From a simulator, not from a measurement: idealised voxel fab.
The following process module bears the name voxel self aligned vias.
For reference, the cross-section in this document is cut, with width 280 nm and square cells of 5 nm.
Each cross-section below is a grid of square cells, stated as bands in top-down order, with one or more rows of cells making up each band. The entry gives the band's vertical extent as a top height and a bottom height in nm, then its horizontal make-up as materials from left to right, each with a width in nm. "blank" stands for empty space; a single material marked "edge to edge" fills the band edge to edge. The reference from which all heights are counted is 0, the level beneath which the as-received wafer is entirely one material; the lowest band, having no lower bound, proceeds downward and is written after the example "z 0 and below". Think of "30..40" as a width that walks from the first number to the second as you go down the band, top row to bottom row, taking equal-sized steps from row to row. Key: "remained the same" - step with no changed cell in the cross-section. Empty spaces counting at least 8 cells and having no open way to the top are listed in "Sealed void inventory". The notation width x height at distance is used for each, the distance being from the left edge and all three values in nm. What comes after the settings on a step's line is commentary from the simulator itself on that step. What "overlay nm" on a step's line means: if the step has a mask, that mask lay this far to the right of its planned place, or, when the value is negative, to the left.
So here's the lineup of process steps we planned:
1) RECEIVE, material Si
2) CONFORMAL_DEP, material SiO2, thk nm 10
3) CONFORMAL_DEP, material SiCN, thk nm 5
4) DIRECTIONAL_DEP, material lowk, thk nm 20
5) MASKED_ETCH, tone open, mask id LINES, width nm 20, pitch nm 65, etch materials lowk, depth nm 20, overlay nm 0
6) CONFORMAL_DEP, material TiN, thk nm 5
7) FILL_DEP, material W, thk nm 10
8) CMP, height nm 35
9) SELECTIVE_ETCH, etch materials W Ru TiN, depth nm 5
10) FILL_DEP, material SiN, thk nm 10
11) CMP, height nm 35
12) DIRECTIONAL_DEP, material lowk, thk nm 20
13) PATTERN, tone open, mask id VIAS, material resist, width nm 40, thk nm 15, overlay nm 0
14) DIRECTIONAL_ETCH, etch materials lowk, depth nm 20
15) DIRECTIONAL_ETCH, etch materials SiN, depth nm 5
16) STRIP, etch materials resist
17) CONFORMAL_DEP, material TiN, thk nm 5
18) FILL_DEP, material Ru, thk nm 5
19) CMP, height nm 55
20) CONFORMAL_DEP, material SiN, thk nm 5
First of two wafers, with the run carried out as planned:
Cross-section of the incoming wafer, state after step 1:
> z 0 and below  Si edge to edge
> Sealed void inventory: none
The following cross-section depicts the wafer upon completion of step 2:
> z 10 to 0  SiO2 edge to edge
> All layers under 0 are left as they were.
The following cross-section depicts the wafer upon completion of step 3:
> z 15 to 10  SiCN edge to edge
> All layers under 10 are left as they were.
The following cross-section depicts the wafer upon completion of step 4:
> z 35 to 15  lowk edge to edge
> All layers under 15 are left as they were.
The following cross-section depicts the wafer upon completion of step 5:
> z 35 to 15  95 of lowk, 20 of blank, 45 of lowk, 20 of blank, 100 of lowk
> All layers under 15 are left as they were.
The following cross-section depicts the wafer upon completion of step 6:
> z 40 to 35  100 of TiN, 10 of blank, 55 of TiN, 10 of blank, 105 of TiN
> z 35 to 20  95 of lowk, 5 of TiN, 10 of blank, 5 of TiN, 45 of lowk, 5 of TiN, 10 of blank, 5 of TiN, 100 of lowk
> z 20 to 15  95 of lowk, 20 of TiN, 45 of lowk, 20 of TiN, 100 of lowk
> All layers under 15 are left as they were.
The following cross-section depicts the wafer upon completion of step 7:
> z 50 to 40  W edge to edge
> z 40 to 35  100 of TiN, 10 of W, 55 of TiN, 10 of W, 105 of TiN
> z 35 to 20  95 of lowk, 5 of TiN, 10 of W, 5 of TiN, 45 of lowk, 5 of TiN, 10 of W, 5 of TiN, 100 of lowk
> All layers under 20 are left as they were.
The following cross-section depicts the wafer upon completion of step 8:
> z 35 to 20  95 of lowk, 5 of TiN, 10 of W, 5 of TiN, 45 of lowk, 5 of TiN, 10 of W, 5 of TiN, 100 of lowk
> All layers under 20 are left as they were.
The following cross-section depicts the wafer upon completion of step 9:
> z 35 to 30  95 of lowk, 20 of blank, 45 of lowk, 20 of blank, 100 of lowk
> All layers under 30 are left as they were.
The following cross-section depicts the wafer upon completion of step 10:
> z 45 to 35  SiN edge to edge
> z 35 to 30  95 of lowk, 20 of SiN, 45 of lowk, 20 of SiN, 100 of lowk
> All layers under 30 are left as they were.
The following cross-section depicts the wafer upon completion of step 11:
> z 35 to 30  95 of lowk, 20 of SiN, 45 of lowk, 20 of SiN, 100 of lowk
> All layers under 30 are left as they were.
The following cross-section depicts the wafer upon completion of step 12:
> z 55 to 35  lowk edge to edge
> All layers under 35 are left as they were.
The following cross-section depicts the wafer upon completion of step 13:
> z 70 to 55  85 of resist, 40 of blank, 155 of resist
> All layers under 55 are left as they were.
The following cross-section depicts the wafer upon completion of step 14:
> z 70 to 55  85 of resist, 40 of blank, 155 of resist
> z 55 to 35  85 of lowk, 40 of blank, 155 of lowk
> All layers under 35 are left as they were.
The following cross-section depicts the wafer upon completion of step 15:
> z 70 to 55  85 of resist, 40 of blank, 155 of resist
> z 55 to 35  85 of lowk, 40 of blank, 155 of lowk
> z 35 to 30  95 of lowk, 20 of blank, 45 of lowk, 20 of SiN, 100 of lowk
> All layers under 30 are left as they were.
The following cross-section depicts the wafer upon completion of step 16:
> z 55 to 35  85 of lowk, 40 of blank, 155 of lowk
> All layers under 35 are left as they were.
The following cross-section depicts the wafer upon completion of step 17:
> z 60 to 55  90 of TiN, 30 of blank, 160 of TiN
> z 55 to 40  85 of lowk, 5 of TiN, 30 of blank, 5 of TiN, 155 of lowk
> z 40 to 35  85 of lowk, 15 of TiN, 10 of blank, 15 of TiN, 155 of lowk
> z 35 to 30  95 of lowk, 20 of TiN, 45 of lowk, 20 of SiN, 100 of lowk
> All layers under 30 are left as they were.
The following cross-section depicts the wafer upon completion of step 18:
> z 65 to 60  Ru edge to edge
> z 60 to 55  90 of TiN, 30 of Ru, 160 of TiN
> z 55 to 40  85 of lowk, 5 of TiN, 30 of Ru, 5 of TiN, 155 of lowk
> z 40 to 35  85 of lowk, 15 of TiN, 10 of Ru, 15 of TiN, 155 of lowk
> All layers under 35 are left as they were.
The following cross-section depicts the wafer upon completion of step 19:
> z 55 to 40  85 of lowk, 5 of TiN, 30 of Ru, 5 of TiN, 155 of lowk
> All layers under 40 are left as they were.
The following cross-section depicts the wafer upon completion of step 20:
> z 60 to 55  SiN edge to edge
> All layers under 55 are left as they were.
For the second wafer, take the first wafer's start and plan, then add one mistake made in running it; everything through step 13, that step included, is shared with the first:
The second wafer in cross-section, at the planned close of step 14:
> z 70 to 55  85 of resist, 40 of blank, 155 of resist
> z 55 to 35  85 of lowk, 40 of blank, 155 of lowk
> z 35 to 30  85 of lowk, 10 of blank, 20 of SiN, 10 of blank, 35 of lowk, 20 of SiN, 100 of lowk
> z 30 to 20  85 of lowk, 10 of blank, 5 of TiN, 10 of W, 5 of TiN, 10 of blank, 35 of lowk, 5 of TiN, 10 of W, 5 of TiN, 100 of lowk
> z 20 to 15  85 of lowk, 10 of blank, 20 of TiN, 10 of blank, 35 of lowk, 20 of TiN, 100 of lowk
> All layers under 15 are left as they were.
The second wafer in cross-section, at the planned close of step 15:
> z 70 to 55  85 of resist, 40 of blank, 155 of resist
> z 55 to 35  85 of lowk, 40 of blank, 155 of lowk
> z 35 to 30  85 of lowk, 40 of blank, 35 of lowk, 20 of SiN, 100 of lowk
> All layers under 30 are left as they were.
The second wafer in cross-section, at the planned close of step 16:
> z 55 to 35  85 of lowk, 40 of blank, 155 of lowk
> All layers under 35 are left as they were.
The second wafer in cross-section, at the planned close of step 17:
> z 60 to 55  90 of TiN, 30 of blank, 160 of TiN
> z 55 to 35  85 of lowk, 5 of TiN, 30 of blank, 5 of TiN, 155 of lowk
> z 35 to 30  85 of lowk, 40 of TiN, 35 of lowk, 20 of SiN, 100 of lowk
> z 30 to 20  85 of lowk, 15 of TiN, 10 of W, 15 of TiN, 35 of lowk, 5 of TiN, 10 of W, 5 of TiN, 100 of lowk
> z 20 to 15  85 of lowk, 40 of TiN, 35 of lowk, 20 of TiN, 100 of lowk
> All layers under 15 are left as they were.
The second wafer in cross-section, at the planned close of step 18:
> z 65 to 60  Ru edge to edge
> z 60 to 55  90 of TiN, 30 of Ru, 160 of TiN
> z 55 to 35  85 of lowk, 5 of TiN, 30 of Ru, 5 of TiN, 155 of lowk
> All layers under 35 are left as they were.
The second wafer in cross-section, at the planned close of step 19:
> z 55 to 35  85 of lowk, 5 of TiN, 30 of Ru, 5 of TiN, 155 of lowk
> All layers under 35 are left as they were.
The second wafer in cross-section, at the planned close of step 20:
> z 60 to 55  SiN edge to edge
> All layers under 55 are left as they were.
Where did the run depart from the plan? plan step 14 was twice executed
Bottom line after processing is that, in cells, the second wafer is up or down on some materials versus the first: Ru: 4 more; TiN: 12 more; lowk: 16 fewer
